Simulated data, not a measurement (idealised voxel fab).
The process module that follows is named voxel gate over fins.
Square cell edge 5 nm, section width 195 nm, ID cut.
Reading order for cross-sections: top band down to bottom band. Underlying form: a grid of square cells. Band size: one or more rows of cells.
For a band, the entry starts with two heights in nm, that of the top and then that of the bottom, and carries on with the band's materials in order from left to right, each alongside its width in nm; the word "all across" beside a single material means it fills the band edge to edge, and "blank" means empty space.
Height reference: 0 = level under which incoming wafer is all one material. Lowest band: no bottom, runs on downward, e.g. "0..down".
The two numbers in a width such as "30->40" mark its ends across the band: the first belongs to the top row of cells, the second to the bottom row, and from each row to the next the width moves by the same amount.
Key: "everything unchanged" - step with no changed cell in the cross-section.
Entry "Sealed void inventory" = empty spaces >= 8 cells with no open way to the top; each as width x height at distance, distance from left edge, all nm.
Heads up: the bit after the settings on a step's line is the simulator's remark on that step.
Regarding "overlay nm": on a step with a mask, it is the distance the mask lay to the right of its planned place; a negative value places it to the left.
Plan:
1) RECEIVE [material Si]
2) CONFORMAL_DEP [material SiN] [thk nm 5]
3) DIRECTIONAL_DEP [material aC] [thk nm 15]
4) PATTERN [tone cover] [mask id FINS] [material resist] [width nm 15] [pitch nm 50] [thk nm 35] [overlay nm 0]
5) DIRECTIONAL_ETCH [etch materials aC] [depth nm 15]
6) STRIP [etch materials resist]
7) DIRECTIONAL_ETCH [etch materials SiN] [depth nm 5]
8) DIRECTIONAL_ETCH [etch materials Si] [depth nm 40]
9) STRIP [etch materials aC]
10) FILL_DEP [material SiO2] [thk nm 15]
11) CMP [height nm 5]
12) DIRECTIONAL_DEP [material aC] [thk nm 15]
13) PATTERN [tone open] [mask id RAIL] [material resist] [width nm 15] [thk nm 30] [overlay nm 0]
14) DIRECTIONAL_ETCH [etch materials aC] [depth nm 15]
15) STRIP [etch materials resist]
16) DIRECTIONAL_ETCH [etch materials SiO2] [depth nm 40]
17) STRIP [etch materials aC]
18) CONFORMAL_DEP [material TiN] [thk nm 5]
19) FILL_DEP [material W] [thk nm 5]
20) CMP [height nm 5]
21) SELECTIVE_ETCH [etch materials W Ru TiN] [depth nm 25]
22) FILL_DEP [material SiO2] [thk nm 5]
23) CMP [height nm 5]
24) SELECTIVE_ETCH [etch materials SiO2] [depth nm 15]
25) STRIP [etch materials SiN]
26) CONFORMAL_DEP [material HfO2] [thk nm 5]
27) CONFORMAL_DEP [material TiN] [thk nm 5]
28) CONFORMAL_DEP [material TiAl] [thk nm 5]
29) CONFORMAL_DEP [material TiN] [thk nm 5]
30) FILL_DEP [material W] [thk nm 10]
31) CMP [height nm 25]
32) CONFORMAL_DEP [material SiN] [thk nm 10]
First wafer, as planned:
Received-state cross-section, reflecting completion of step 1:
- 0..down = Si all across
- Sealed void inventory: none
Cross-sectional representation of the wafer at the conclusion of step 2:
- 5..0 = SiN all across
- No changes below 0.
Cross-sectional representation of the wafer at the conclusion of step 3:
- 20..5 = aC all across
- No changes below 5.
Cross-sectional representation of the wafer at the conclusion of step 4:
- 55..20 = blank=65 / resist=15 / blank=35 / resist=15 / blank=65
- No changes below 20.
Cross-sectional representation of the wafer at the conclusion of step 5:
- 40..20 = blank=65 / resist=15 / blank=35 / resist=15 / blank=65
- 20..5 = blank=65 / aC=15 / blank=35 / aC=15 / blank=65
- No changes below 5.
Cross-sectional representation of the wafer at the conclusion of step 6:
- 20..5 = blank=65 / aC=15 / blank=35 / aC=15 / blank=65
- No changes below 5.
Cross-sectional representation of the wafer at the conclusion of step 7:
- 20..5 = blank=65 / aC=15 / blank=35 / aC=15 / blank=65
- 5..0 = blank=65 / SiN=15 / blank=35 / SiN=15 / blank=65
- No changes below 0.
Cross-sectional representation of the wafer at the conclusion of step 8:
- 20..5 = blank=65 / aC=15 / blank=35 / aC=15 / blank=65
- 5..0 = blank=65 / SiN=15 / blank=35 / SiN=15 / blank=65
- 0..-40 = blank=65 / Si=15 / blank=35 / Si=15 / blank=65
- No changes below -40.
Cross-sectional representation of the wafer at the conclusion of step 9:
- 5..0 = blank=65 / SiN=15 / blank=35 / SiN=15 / blank=65
- No changes below 0.
Cross-sectional representation of the wafer at the conclusion of step 10:
- 20..5 = SiO2 all across
- 5..0 = SiO2=65 / SiN=15 / SiO2=35 / SiN=15 / SiO2=65
- 0..-40 = SiO2=65 / Si=15 / SiO2=35 / Si=15 / SiO2=65
- No changes below -40.
Cross-sectional representation of the wafer at the conclusion of step 11:
- 5..0 = SiO2=65 / SiN=15 / SiO2=35 / SiN=15 / SiO2=65
- No changes below 0.
Cross-sectional representation of the wafer at the conclusion of step 12:
- 20..5 = aC all across
- No changes below 5.
Cross-sectional representation of the wafer at the conclusion of step 13:
- 50..20 = resist=90 / blank=15 / resist=90
- No changes below 20.
Cross-sectional representation of the wafer at the conclusion of step 14:
- 35..20 = resist=90 / blank=15 / resist=90
- 20..5 = aC=90 / blank=15 / aC=90
- No changes below 5.
Cross-sectional representation of the wafer at the conclusion of step 15:
- 20..5 = aC=90 / blank=15 / aC=90
- No changes below 5.
Cross-sectional representation of the wafer at the conclusion of step 16:
- 20..5 = aC=90 / blank=15 / aC=90
- 5..0 = SiO2=65 / SiN=15 / SiO2=10 / blank=15 / SiO2=10 / SiN=15 / SiO2=65
- 0..-35 = SiO2=65 / Si=15 / SiO2=10 / blank=15 / SiO2=10 / Si=15 / SiO2=65
- No changes below -35.
Cross-sectional representation of the wafer at the conclusion of step 17:
- 5..0 = SiO2=65 / SiN=15 / SiO2=10 / blank=15 / SiO2=10 / SiN=15 / SiO2=65
- No changes below 0.
Cross-sectional representation of the wafer at the conclusion of step 18:
- 10..5 = TiN=95 / blank=5 / TiN=95
- 5..0 = SiO2=65 / SiN=15 / SiO2=10 / TiN=5 / blank=5 / TiN=5 / SiO2=10 / SiN=15 / SiO2=65
- 0..-30 = SiO2=65 / Si=15 / SiO2=10 / TiN=5 / blank=5 / TiN=5 / SiO2=10 / Si=15 / SiO2=65
- -30..-35 = SiO2=65 / Si=15 / SiO2=10 / TiN=15 / SiO2=10 / Si=15 / SiO2=65
- No changes below -35.
Cross-sectional representation of the wafer at the conclusion of step 19:
- 15..10 = W all across
- 10..5 = TiN=95 / W=5 / TiN=95
- 5..0 = SiO2=65 / SiN=15 / SiO2=10 / TiN=5 / W=5 / TiN=5 / SiO2=10 / SiN=15 / SiO2=65
- 0..-30 = SiO2=65 / Si=15 / SiO2=10 / TiN=5 / W=5 / TiN=5 / SiO2=10 / Si=15 / SiO2=65
- No changes below -30.
Cross-sectional representation of the wafer at the conclusion of step 20:
- 5..0 = SiO2=65 / SiN=15 / SiO2=10 / TiN=5 / W=5 / TiN=5 / SiO2=10 / SiN=15 / SiO2=65
- No changes below 0.
Cross-sectional representation of the wafer at the conclusion of step 21:
- 5..0 = SiO2=65 / SiN=15 / SiO2=10 / blank=15 / SiO2=10 / SiN=15 / SiO2=65
- 0..-20 = SiO2=65 / Si=15 / SiO2=10 / blank=15 / SiO2=10 / Si=15 / SiO2=65
- No changes below -20.
Cross-sectional representation of the wafer at the conclusion of step 22:
- 10..5 = SiO2 all across
- 5..0 = SiO2=65 / SiN=15 / SiO2=35 / SiN=15 / SiO2=65
- 0..-20 = SiO2=65 / Si=15 / SiO2=35 / Si=15 / SiO2=65
- No changes below -20.
Cross-sectional representation of the wafer at the conclusion of step 23:
- 5..0 = SiO2=65 / SiN=15 / SiO2=35 / SiN=15 / SiO2=65
- No changes below 0.
Cross-sectional representation of the wafer at the conclusion of step 24:
- 5..0 = blank=65 / SiN=15 / blank=35 / SiN=15 / blank=65
- 0..-10 = blank=65 / Si=15 / blank=35 / Si=15 / blank=65
- No changes below -10.
Cross-sectional representation of the wafer at the conclusion of step 25:
- 0..-10 = blank=65 / Si=15 / blank=35 / Si=15 / blank=65
- No changes below -10.
Cross-sectional representation of the wafer at the conclusion of step 26:
- 5..0 = blank=60 / HfO2=25 / blank=25 / HfO2=25 / blank=60
- 0..-5 = blank=60 / HfO2=5 / Si=15 / HfO2=5 / blank=25 / HfO2=5 / Si=15 / HfO2=5 / blank=60
- -5..-10 = HfO2=65 / Si=15 / HfO2=35 / Si=15 / HfO2=65
- No changes below -10.
Cross-sectional representation of the wafer at the conclusion of step 27:
- 10..5 = blank=55 / TiN=35 / blank=15 / TiN=35 / blank=55
- 5..0 = blank=55 / TiN=5 / HfO2=25 / TiN=5 / blank=15 / TiN=5 / HfO2=25 / TiN=5 / blank=55
- 0..-5 = TiN=60 / HfO2=5 / Si=15 / HfO2=5 / TiN=25 / HfO2=5 / Si=15 / HfO2=5 / TiN=60
- No changes below -5.
Cross-sectional representation of the wafer at the conclusion of step 28:
- 15..10 = blank=50 / TiAl=45 / blank=5 / TiAl=45 / blank=50
- 10..5 = blank=50 / TiAl=5 / TiN=35 / TiAl=5 / blank=5 / TiAl=5 / TiN=35 / TiAl=5 / blank=50
- 5..0 = TiAl=55 / TiN=5 / HfO2=25 / TiN=5 / TiAl=15 / TiN=5 / HfO2=25 / TiN=5 / TiAl=55
- No changes below 0.
Cross-sectional representation of the wafer at the conclusion of step 29:
- 20..15 = blank=45 / TiN=105 / blank=45
- 15..10 = blank=45 / TiN=5 / TiAl=45 / TiN=5 / TiAl=45 / TiN=5 / blank=45
- 10..5 = TiN=50 / TiAl=5 / TiN=35 / TiAl=5 / TiN=5 / TiAl=5 / TiN=35 / TiAl=5 / TiN=50
- No changes below 5.
Cross-sectional representation of the wafer at the conclusion of step 30:
- 30..20 = W all across
- 20..15 = W=45 / TiN=105 / W=45
- 15..10 = W=45 / TiN=5 / TiAl=45 / TiN=5 / TiAl=45 / TiN=5 / W=45
- No changes below 10.
Cross-sectional representation of the wafer at the conclusion of step 31:
- 25..20 = W all across
- No changes below 20.
Cross-sectional representation of the wafer at the conclusion of step 32:
- 35..25 = SiN all across
- No changes below 25.
Second wafer: same start and same plan as the first, one execution error; identical to the first through step 31:
What the second wafer looks like in cross-section when step 32 should have wrapped up:
- 30..25 = SiN all across
- No changes below 25.
In executing the process, a mistake was made relative to the plan: step 32 was run on a setting that differed from the plan, and what really ran there is CONFORMAL_DEP [material SiN] [thk nm 5]
Final wafer comparison in cells, second versus first, more or fewer per material: -39 SiN
